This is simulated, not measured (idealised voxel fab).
process module | voxel released beams
cross-section cut | 160 nm wide | cells 5 nm
A cross-section is a grid of square cells, given in bands from the top down. A band is one or more rows of cells.
Each band's line starts with the height of the band's top and of its bottom, in nm. Then come its materials from left to right, each with its width in nm. One material with "throughout" fills the band from edge to edge. "air" is empty space.
Height 0 is the level under which the wafer as received is all one material. The lowest band goes on downwards, as in "0 down".
A width such as "30 to 40" changes by the same amount from each row of cells to the next, from the band's top row to its bottom row.
"no change" after a step means that no cell of the cross-section changed.
closed voids: empty space of 8 cells or more with no open way to the top, each as width x height at its distance from the left edge, in nm
after a step's settings: what the simulator itself notes on the step
overlay nm, on a step with a mask: how far to the right of its planned place the mask lay; to the left if negative
plan
1 op RECEIVE | material Si
2 op CONFORMAL_DEP | material SiN | thk nm 5
3 op DIRECTIONAL_DEP | material SiO2 | thk nm 20
4 op MASKED_ETCH | tone open | mask id ANCHOR | width nm 45 | etch materials SiO2 | depth nm 20 | overlay nm 0
5 op CONFORMAL_DEP | material polySi | thk nm 15
6 op MASKED_ETCH | tone cover | mask id BEAM | width nm 115 | etch materials polySi | depth nm 15 | overlay nm 0
7 op STRIP | etch materials SiO2
as received, after step 1
  0 down: Si throughout
  closed voids: none
a wafer at the end: this start, this plan, one mistake
  55 to 40: air 20 | polySi 115 | air 25
  40 to 25: polySi throughout
  25 to 5: SiO2 25 | polySi 45 | SiO2 90
  5 to 0: SiN throughout
  0 down: Si throughout
  closed voids: none
what went wrong: step 5 was run twice
